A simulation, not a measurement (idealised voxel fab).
Process module, titled voxel air gaps
Section cut is 235 nm wide and gridded with 5 nm square cells.
Cross-section format: a grid of square cells, given as bands from top to bottom; each band is one or more rows of cells.
Top height, bottom height, nm. Materials left to right, width each, nm. Single material + "full width" = fills band edge to edge. "blank" = empty.
All heights in this document are referenced to 0, defined as the level beneath which the wafer, as received, consists entirely of one material. The lowest band is not bounded below; it extends indefinitely downward and is written in the form "0 -> down".
You'd read "30->40" like this: the band's top row of cells is as wide as the first number, its bottom row is as wide as the second, and going down, every row changes width by the same amount as the row before did.
"changes: none" for a step: no cell of the cross-section changed in that step.
Empty spaces counting at least 8 cells and having no open way to the top are listed in "Closed empty spaces". The notation width x height at distance is used for each, the distance being from the left edge and all three values in nm.
Text after the settings on a step's line: the simulator's own remark on that step.
Regarding "overlay nm": on a step with a mask, it is the distance the mask lay to the right of its planned place; a negative value places it to the left.
Below is the list of planned process steps
1 RECEIVE | material Si
2 CONFORMAL_DEP | material SiO2 | thk nm 10
3 CONFORMAL_DEP | material SiN | thk nm 5
4 DIRECTIONAL_DEP | material SiO2 | thk nm 35
5 MASKED_ETCH | tone open | mask id LINES | width nm 15 | pitch nm 40 | etch materials SiO2 | depth nm 35 | overlay nm 0
6 CONFORMAL_DEP | material TiN | thk nm 5
7 FILL_DEP | material Ru | thk nm 5
8 CMP | height nm 50
9 EPI | material Ru | thk nm 10
10 SELECTIVE_ETCH | etch materials SiO2 | depth nm 45
11 CONFORMAL_DEP | material SiCN | thk nm 5
Cross-section of the wafer upon arrival, representing the state reached after step 1
- 0 -> down: Si full width
- Closed empty spaces: none
End-of-module cross-section of the first of two wafers, processed as planned
- 65 -> 60: 35 nm blank, then 165 nm SiCN, then 35 nm blank
- 60 -> 50: 35 nm blank, then 5 nm SiCN, then 35 nm Ru, then 5 nm SiCN, then 35 nm Ru, then 5 nm SiCN, then 35 nm Ru, then 5 nm SiCN, then 35 nm Ru, then 5 nm SiCN, then 35 nm blank
- 50 -> 45: 35 nm blank, then 15 nm SiCN, then 5 nm TiN, then 5 nm Ru, then 5 nm TiN, then 25 nm SiCN, then 5 nm TiN, then 5 nm Ru, then 5 nm TiN, then 25 nm SiCN, then 5 nm TiN, then 5 nm Ru, then 5 nm TiN, then 25 nm SiCN, then 5 nm TiN, then 5 nm Ru, then 5 nm TiN, then 15 nm SiCN, then 35 nm blank
- 45 -> 20: 45 nm blank, then 5 nm SiCN, then 5 nm TiN, then 5 nm Ru, then 5 nm TiN, then 5 nm SiCN, then 15 nm blank, then 5 nm SiCN, then 5 nm TiN, then 5 nm Ru, then 5 nm TiN, then 5 nm SiCN, then 15 nm blank, then 5 nm SiCN, then 5 nm TiN, then 5 nm Ru, then 5 nm TiN, then 5 nm SiCN, then 15 nm blank, then 5 nm SiCN, then 5 nm TiN, then 5 nm Ru, then 5 nm TiN, then 5 nm SiCN, then 45 nm blank
- 20 -> 15: 50 nm SiCN, then 15 nm TiN, then 25 nm SiCN, then 15 nm TiN, then 25 nm SiCN, then 15 nm TiN, then 25 nm SiCN, then 15 nm TiN, then 50 nm SiCN
- 15 -> 10: SiN full width
- 10 -> 0: SiO2 full width
- 0 -> down: Si full width
- Closed empty spaces: 15 x 25 at 70; 15 x 25 at 110; 15 x 25 at 150
Same start, same plan as the first wafer - but one mistake in the run. Cross-section of the second of the two at the end of the module
- 65 -> 60: 35 nm blank, then 170 nm SiCN, then 30 nm blank
- 60 -> 50: 35 nm blank, then 5 nm SiCN, then 160 nm Ru, then 5 nm SiCN, then 30 nm blank
- 50 -> 45: 35 nm blank, then 15 nm SiCN, then 5 nm TiN, then 10 nm Ru, then 5 nm TiN, then 20 nm SiO2, then 5 nm TiN, then 10 nm Ru, then 5 nm TiN, then 20 nm SiO2, then 5 nm TiN, then 10 nm Ru, then 5 nm TiN, then 20 nm SiO2, then 5 nm TiN, then 10 nm Ru, then 5 nm TiN, then 15 nm SiCN, then 30 nm blank
- 45 -> 20: 45 nm blank, then 5 nm SiCN, then 5 nm TiN, then 10 nm Ru, then 5 nm TiN, then 20 nm SiO2, then 5 nm TiN, then 10 nm Ru, then 5 nm TiN, then 20 nm SiO2, then 5 nm TiN, then 10 nm Ru, then 5 nm TiN, then 20 nm SiO2, then 5 nm TiN, then 10 nm Ru, then 5 nm TiN, then 5 nm SiCN, then 40 nm blank
- 20 -> 15: 50 nm SiCN, then 20 nm TiN, then 20 nm SiO2, then 20 nm TiN, then 20 nm SiO2, then 20 nm TiN, then 20 nm SiO2, then 20 nm TiN, then 45 nm SiCN
- 15 -> 10: SiN full width
- 10 -> 0: SiO2 full width
- 0 -> down: Si full width
- Closed empty spaces: none
Finding, execution versus plan: in deviation from the planned setting, step 5 was conducted as MASKED_ETCH | tone open | mask id LINES | width nm 20 | pitch nm 40 | etch materials SiO2 | depth nm 35 | overlay nm 0
Final comparison by cell count, materials where the second wafer has more or fewer than the first: +32 Ru, -66 SiCN, +84 SiO2, +4 TiN
The final tally of closed voids stands at 3 on the first wafer and 0 on the second.
